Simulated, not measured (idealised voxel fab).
process module | voxel transistor to metal
cross-section cut | 215 nm wide | cells 5 nm
A cross-section is a grid of square cells, given in bands from the top down. A band is one or more rows of cells.
Each band's line starts with the height of the band's top and of its bottom, in nm. Then come its materials from left to right, each with its width in nm. One material with "throughout" fills the band from edge to edge. "air" is empty space.
Height 0 is the level under which the wafer as received is all one material. The lowest band goes on downwards, as in "0 down".
A width such as "30 to 40" changes by the same amount from each row of cells to the next, from the band's top row to its bottom row.
"no change" after a step means that no cell of the cross-section changed.
closed voids: empty space of 8 cells or more with no open way to the top, each as width x height at its distance from the left edge, in nm
after a step's settings: what the simulator itself notes on the step
overlay nm, on a step with a mask: how far to the right of its planned place the mask lay; to the left if negative
plan
1 op RECEIVE | material Si
2 op OXIDIZE | depth nm 5
3 op CONFORMAL_DEP | material SiN | thk nm 10
4 op MASKED_ETCH | tone cover | mask id ACTIVE | width nm 125 | etch materials SiN | depth nm 10 | overlay nm 0
5 op MASKED_ETCH | tone cover | mask id ACTIVE | width nm 125 | etch materials SiO2 | depth nm 5 | overlay nm 0
6 op MASKED_ETCH | tone cover | mask id ACTIVE | width nm 125 | etch materials Si | depth nm 20 | overlay nm 0
7 op FILL_DEP | material SiO2 | thk nm 5
8 op CMP | height nm 10
9 op SELECTIVE_ETCH | etch materials SiO2 | depth nm 10
10 op STRIP | etch materials SiN
11 op SELECTIVE_ETCH | etch materials SiO2 | depth nm 5
12 op OXIDIZE | depth nm 5
13 op DIRECTIONAL_DEP | material polySi | thk nm 20
14 op DIRECTIONAL_DEP | material SiCN | thk nm 15
15 op DIRECTIONAL_DEP | material aC | thk nm 15
16 op PATTERN | tone cover | mask id GATE | material resist | width nm 35 | thk nm 35 | overlay nm 0
17 op DIRECTIONAL_ETCH | etch materials aC | depth nm 15
18 op STRIP | etch materials resist
19 op DIRECTIONAL_ETCH | etch materials SiCN | depth nm 25
20 op DIRECTIONAL_ETCH | etch materials polySi | depth nm 30
21 op STRIP | etch materials aC
22 op CONFORMAL_DEP | material SiO2 | thk nm 5
23 op DIRECTIONAL_ETCH | etch materials SiO2 | depth nm 5
24 op CONFORMAL_DEP | material SiN | thk nm 10
25 op DIRECTIONAL_ETCH | etch materials SiN | depth nm 10
26 op DIRECTIONAL_ETCH | etch materials SiO2 | depth nm 5
27 op DIRECTIONAL_ETCH | etch materials Si | depth nm 5
28 op EPI | material pSi | thk nm 5
29 op FILL_DEP | material SiO2 | thk nm 10
30 op CMP | height nm 15
31 op STRIP | etch materials polySi
32 op SELECTIVE_ETCH | etch materials SiO2 | depth nm 5
33 op CONFORMAL_DEP | material HfO2 | thk nm 5
34 op CONFORMAL_DEP | material TiN | thk nm 5
35 op FILL_DEP | material W | thk nm 10
36 op CMP | height nm 10
37 op DIRECTIONAL_DEP | material SiO2 | thk nm 10
38 op PATTERN | tone open | mask id CONTACT | material resist | width nm 20 | pitch nm 85 | thk nm 15 | overlay nm 0
39 op DIRECTIONAL_ETCH | etch materials SiO2 | depth nm 30
40 op STRIP | etch materials resist
41 op CONFORMAL_DEP | material TiN | thk nm 5
42 op FILL_DEP | material Ru | thk nm 5
43 op CMP | height nm 20
44 op DIRECTIONAL_DEP | material TiN | thk nm 5
45 op DIRECTIONAL_DEP | material W | thk nm 15
46 op DIRECTIONAL_DEP | material aC | thk nm 15
47 op PATTERN | tone cover | mask id METAL_1 | material resist | width nm 20 | pitch nm 85 | thk nm 35 | overlay nm 0
48 op DIRECTIONAL_ETCH | etch materials aC | depth nm 15
49 op STRIP | etch materials resist
50 op DIRECTIONAL_ETCH | etch materials W | depth nm 15
51 op DIRECTIONAL_ETCH | etch materials TiN | depth nm 5
52 op STRIP | etch materials aC
53 op FILL_DEP | material lowk | thk nm 10
54 op CMP | height nm 40
55 op CONFORMAL_DEP | material SiCN | thk nm 5
first wafer, as planned
as received, after step 1
  0 down: Si throughout
  closed voids: none
after step 2
  0 to -5: SiO2 throughout
  below -5: unchanged
after step 3
  10 to 0: SiN throughout
  below 0: unchanged
after step 4
  10 to 0: air 45 | SiN 125 | air 45
  below 0: unchanged
after step 5
  10 to 0: air 45 | SiN 125 | air 45
  0 to -5: air 45 | SiO2 125 | air 45
  below -5: unchanged
after step 6
  10 to 0: air 45 | SiN 125 | air 45
  0 to -5: air 45 | SiO2 125 | air 45
  -5 to -25: air 45 | Si 125 | air 45
  below -25: unchanged
after step 7
  15 to 10: SiO2 throughout
  10 to 0: SiO2 45 | SiN 125 | SiO2 45
  0 to -5: SiO2 throughout
  -5 to -25: SiO2 45 | Si 125 | SiO2 45
  below -25: unchanged
after step 8
  10 to 0: SiO2 45 | SiN 125 | SiO2 45
  below 0: unchanged
after step 9
  10 to 0: air 45 | SiN 125 | air 45
  below 0: unchanged
after step 10
  0 to -5: SiO2 throughout
  below -5: unchanged
after step 11
  -5 to -25: SiO2 45 | Si 125 | SiO2 45
  below -25: unchanged
after step 12
  -5 to -10: SiO2 throughout
  below -10: unchanged
after step 13
  15 to -5: polySi throughout
  below -5: unchanged
after step 14
  30 to 15: SiCN throughout
  below 15: unchanged
after step 15
  45 to 30: aC throughout
  below 30: unchanged
after step 16
  80 to 45: air 90 | resist 35 | air 90
  below 45: unchanged
after step 17
  65 to 45: air 90 | resist 35 | air 90
  45 to 30: air 90 | aC 35 | air 90
  below 30: unchanged
after step 18
  45 to 30: air 90 | aC 35 | air 90
  below 30: unchanged
after step 19
  45 to 30: air 90 | aC 35 | air 90
  30 to 15: air 90 | SiCN 35 | air 90
  below 15: unchanged
after step 20
  45 to 30: air 90 | aC 35 | air 90
  30 to 15: air 90 | SiCN 35 | air 90
  15 to -5: air 90 | polySi 35 | air 90
  below -5: unchanged
after step 21
  30 to 15: air 90 | SiCN 35 | air 90
  below 15: unchanged
after step 22
  35 to 30: air 85 | SiO2 45 | air 85
  30 to 15: air 85 | SiO2 5 | SiCN 35 | SiO2 5 | air 85
  15 to 0: air 85 | SiO2 5 | polySi 35 | SiO2 5 | air 85
  0 to -5: SiO2 90 | polySi 35 | SiO2 90
  below -5: unchanged
after step 23
  30 to 15: air 85 | SiO2 5 | SiCN 35 | SiO2 5 | air 85
  15 to -5: air 85 | SiO2 5 | polySi 35 | SiO2 5 | air 85
  below -5: unchanged
after step 24
  40 to 30: air 75 | SiN 65 | air 75
  30 to 15: air 75 | SiN 10 | SiO2 5 | SiCN 35 | SiO2 5 | SiN 10 | air 75
  15 to 5: air 75 | SiN 10 | SiO2 5 | polySi 35 | SiO2 5 | SiN 10 | air 75
  5 to -5: SiN 85 | SiO2 5 | polySi 35 | SiO2 5 | SiN 85
  below -5: unchanged
after step 25
  30 to 15: air 75 | SiN 10 | SiO2 5 | SiCN 35 | SiO2 5 | SiN 10 | air 75
  15 to -5: air 75 | SiN 10 | SiO2 5 | polySi 35 | SiO2 5 | SiN 10 | air 75
  below -5: unchanged
after step 26
  30 to 25: air 75 | SiN 10 | air 5 | SiCN 35 | air 5 | SiN 10 | air 75
  25 to 15: air 75 | SiN 10 | SiO2 5 | SiCN 35 | SiO2 5 | SiN 10 | air 75
  15 to -5: air 75 | SiN 10 | SiO2 5 | polySi 35 | SiO2 5 | SiN 10 | air 75
  -5 to -10: air 75 | SiO2 65 | air 75
  below -10: unchanged
after step 27
  30 to 25: air 75 | SiN 10 | air 5 | SiCN 35 | air 5 | SiN 10 | air 75
  25 to 15: air 75 | SiN 10 | SiO2 5 | SiCN 35 | SiO2 5 | SiN 10 | air 75
  15 to -5: air 75 | SiN 10 | SiO2 5 | polySi 35 | SiO2 5 | SiN 10 | air 75
  -5 to -10: air 75 | SiO2 65 | air 75
  -10 to -15: SiO2 45 | air 30 | Si 65 | air 30 | SiO2 45
  below -15: unchanged
after step 28
  30 to 25: air 75 | SiN 10 | air 5 | SiCN 35 | air 5 | SiN 10 | air 75
  25 to 15: air 75 | SiN 10 | SiO2 5 | SiCN 35 | SiO2 5 | SiN 10 | air 75
  15 to -5: air 75 | SiN 10 | SiO2 5 | polySi 35 | SiO2 5 | SiN 10 | air 75
  -5 to -10: air 70 | pSi 5 | SiO2 65 | pSi 5 | air 70
  -10 to -15: SiO2 45 | pSi 30 | Si 65 | pSi 30 | SiO2 45
  below -15: unchanged
after step 29
  40 to 30: SiO2 throughout
  30 to 15: SiO2 75 | SiN 10 | SiO2 5 | SiCN 35 | SiO2 5 | SiN 10 | SiO2 75
  15 to -5: SiO2 75 | SiN 10 | SiO2 5 | polySi 35 | SiO2 5 | SiN 10 | SiO2 75
  -5 to -10: SiO2 70 | pSi 5 | SiO2 65 | pSi 5 | SiO2 70
  below -10: unchanged
after step 30
  15 to -5: SiO2 75 | SiN 10 | SiO2 5 | polySi 35 | SiO2 5 | SiN 10 | SiO2 75
  below -5: unchanged
after step 31
  15 to -5: SiO2 75 | SiN 10 | SiO2 5 | air 35 | SiO2 5 | SiN 10 | SiO2 75
  below -5: unchanged
after step 32
  15 to 10: air 75 | SiN 10 | air 45 | SiN 10 | air 75
  10 to -5: SiO2 75 | SiN 10 | air 45 | SiN 10 | SiO2 75
  -5 to -10: SiO2 70 | pSi 5 | SiO2 10 | air 45 | SiO2 10 | pSi 5 | SiO2 70
  below -10: unchanged
after step 33
  20 to 15: air 70 | HfO2 20 | air 35 | HfO2 20 | air 70
  15 to 10: HfO2 75 | SiN 10 | HfO2 5 | air 35 | HfO2 5 | SiN 10 | HfO2 75
  10 to -5: SiO2 75 | SiN 10 | HfO2 5 | air 35 | HfO2 5 | SiN 10 | SiO2 75
  -5 to -10: SiO2 70 | pSi 5 | SiO2 10 | HfO2 45 | SiO2 10 | pSi 5 | SiO2 70
  below -10: unchanged
after step 34
  25 to 20: air 65 | TiN 30 | air 25 | TiN 30 | air 65
  20 to 15: TiN 70 | HfO2 20 | TiN 5 | air 25 | TiN 5 | HfO2 20 | TiN 70
  15 to 10: HfO2 75 | SiN 10 | HfO2 5 | TiN 5 | air 25 | TiN 5 | HfO2 5 | SiN 10 | HfO2 75
  10 to 0: SiO2 75 | SiN 10 | HfO2 5 | TiN 5 | air 25 | TiN 5 | HfO2 5 | SiN 10 | SiO2 75
  0 to -5: SiO2 75 | SiN 10 | HfO2 5 | TiN 35 | HfO2 5 | SiN 10 | SiO2 75
  below -5: unchanged
after step 35
  35 to 25: W throughout
  25 to 20: W 65 | TiN 30 | W 25 | TiN 30 | W 65
  20 to 15: TiN 70 | HfO2 20 | TiN 5 | W 25 | TiN 5 | HfO2 20 | TiN 70
  15 to 10: HfO2 75 | SiN 10 | HfO2 5 | TiN 5 | W 25 | TiN 5 | HfO2 5 | SiN 10 | HfO2 75
  10 to 0: SiO2 75 | SiN 10 | HfO2 5 | TiN 5 | W 25 | TiN 5 | HfO2 5 | SiN 10 | SiO2 75
  below 0: unchanged
after step 36
  10 to 0: SiO2 75 | SiN 10 | HfO2 5 | TiN 5 | W 25 | TiN 5 | HfO2 5 | SiN 10 | SiO2 75
  below 0: unchanged
after step 37
  20 to 10: SiO2 throughout
  below 10: unchanged
after step 38
  35 to 20: resist 55 | air 20 | resist 65 | air 20 | resist 55
  below 20: unchanged
after step 39
  35 to 20: resist 55 | air 20 | resist 65 | air 20 | resist 55
  20 to 10: SiO2 55 | air 20 | SiO2 65 | air 20 | SiO2 55
  10 to 0: SiO2 55 | air 20 | SiN 10 | HfO2 5 | TiN 5 | W 25 | TiN 5 | HfO2 5 | SiN 10 | air 20 | SiO2 55
  0 to -5: SiO2 55 | air 20 | SiN 10 | HfO2 5 | TiN 35 | HfO2 5 | SiN 10 | air 20 | SiO2 55
  -5 to -10: SiO2 55 | air 15 | pSi 5 | SiO2 10 | HfO2 45 | SiO2 10 | pSi 5 | air 15 | SiO2 55
  below -10: unchanged
after step 40
  20 to 10: SiO2 55 | air 20 | SiO2 65 | air 20 | SiO2 55
  below 10: unchanged
after step 41
  25 to 20: TiN 60 | air 10 | TiN 75 | air 10 | TiN 60
  20 to 10: SiO2 55 | TiN 5 | air 10 | TiN 5 | SiO2 65 | TiN 5 | air 10 | TiN 5 | SiO2 55
  10 to 0: SiO2 55 | TiN 5 | air 10 | TiN 5 | SiN 10 | HfO2 5 | TiN 5 | W 25 | TiN 5 | HfO2 5 | SiN 10 | TiN 5 | air 10 | TiN 5 | SiO2 55
  0 to -5: SiO2 55 | TiN 5 | air 5 | TiN 10 | SiN 10 | HfO2 5 | TiN 35 | HfO2 5 | SiN 10 | TiN 10 | air 5 | TiN 5 | SiO2 55
  -5 to -10: SiO2 55 | TiN 15 | pSi 5 | SiO2 10 | HfO2 45 | SiO2 10 | pSi 5 | TiN 15 | SiO2 55
  below -10: unchanged
after step 42
  30 to 25: Ru throughout
  25 to 20: TiN 60 | Ru 10 | TiN 75 | Ru 10 | TiN 60
  20 to 10: SiO2 55 | TiN 5 | Ru 10 | TiN 5 | SiO2 65 | TiN 5 | Ru 10 | TiN 5 | SiO2 55
  10 to 0: SiO2 55 | TiN 5 | Ru 10 | TiN 5 | SiN 10 | HfO2 5 | TiN 5 | W 25 | TiN 5 | HfO2 5 | SiN 10 | TiN 5 | Ru 10 | TiN 5 | SiO2 55
  0 to -5: SiO2 55 | TiN 5 | Ru 5 | TiN 10 | SiN 10 | HfO2 5 | TiN 35 | HfO2 5 | SiN 10 | TiN 10 | Ru 5 | TiN 5 | SiO2 55
  below -5: unchanged
after step 43
  20 to 10: SiO2 55 | TiN 5 | Ru 10 | TiN 5 | SiO2 65 | TiN 5 | Ru 10 | TiN 5 | SiO2 55
  below 10: unchanged
after step 44
  25 to 20: TiN throughout
  below 20: unchanged
after step 45
  40 to 25: W throughout
  below 25: unchanged
after step 46
  55 to 40: aC throughout
  below 40: unchanged
after step 47
  90 to 55: air 55 | resist 20 | air 65 | resist 20 | air 55
  below 55: unchanged
after step 48
  75 to 55: air 55 | resist 20 | air 65 | resist 20 | air 55
  55 to 40: air 55 | aC 20 | air 65 | aC 20 | air 55
  below 40: unchanged
after step 49
  55 to 40: air 55 | aC 20 | air 65 | aC 20 | air 55
  below 40: unchanged
after step 50
  55 to 40: air 55 | aC 20 | air 65 | aC 20 | air 55
  40 to 25: air 55 | W 20 | air 65 | W 20 | air 55
  below 25: unchanged
after step 51
  55 to 40: air 55 | aC 20 | air 65 | aC 20 | air 55
  40 to 25: air 55 | W 20 | air 65 | W 20 | air 55
  25 to 20: air 55 | TiN 20 | air 65 | TiN 20 | air 55
  below 20: unchanged
after step 52
  40 to 25: air 55 | W 20 | air 65 | W 20 | air 55
  below 25: unchanged
after step 53
  50 to 40: lowk throughout
  40 to 25: lowk 55 | W 20 | lowk 65 | W 20 | lowk 55
  25 to 20: lowk 55 | TiN 20 | lowk 65 | TiN 20 | lowk 55
  below 20: unchanged
after step 54
  40 to 25: lowk 55 | W 20 | lowk 65 | W 20 | lowk 55
  below 25: unchanged
after step 55
  45 to 40: SiCN throughout
  below 40: unchanged
second wafer: like start, like plan, one mistake. Through step 44 it matches the first wafer
when step 45 should have ended
  40 to 25: lowk throughout
  below 25: unchanged
when step 46 should have ended
  55 to 40: aC throughout
  below 40: unchanged
when step 47 should have ended
  90 to 55: air 55 | resist 20 | air 65 | resist 20 | air 55
  below 55: unchanged
when step 48 should have ended
  75 to 55: air 55 | resist 20 | air 65 | resist 20 | air 55
  55 to 40: air 55 | aC 20 | air 65 | aC 20 | air 55
  below 40: unchanged
when step 49 should have ended
  55 to 40: air 55 | aC 20 | air 65 | aC 20 | air 55
  below 40: unchanged
when step 50 should have ended: no change
when step 51 should have ended: no change
when step 52 should have ended
  40 to 25: lowk throughout
  below 25: unchanged
when step 53 should have ended
  50 to 25: lowk throughout
  below 25: unchanged
when step 54 should have ended
  40 to 25: lowk throughout
  below 25: unchanged
when step 55 should have ended
  45 to 40: SiCN throughout
  below 40: unchanged
what went wrong: step 45 ran as: op DIRECTIONAL_DEP | material lowk | thk nm 15
at the end the second wafer has, in cells: 35 more of TiN | 24 fewer of W | 11 fewer of lowk
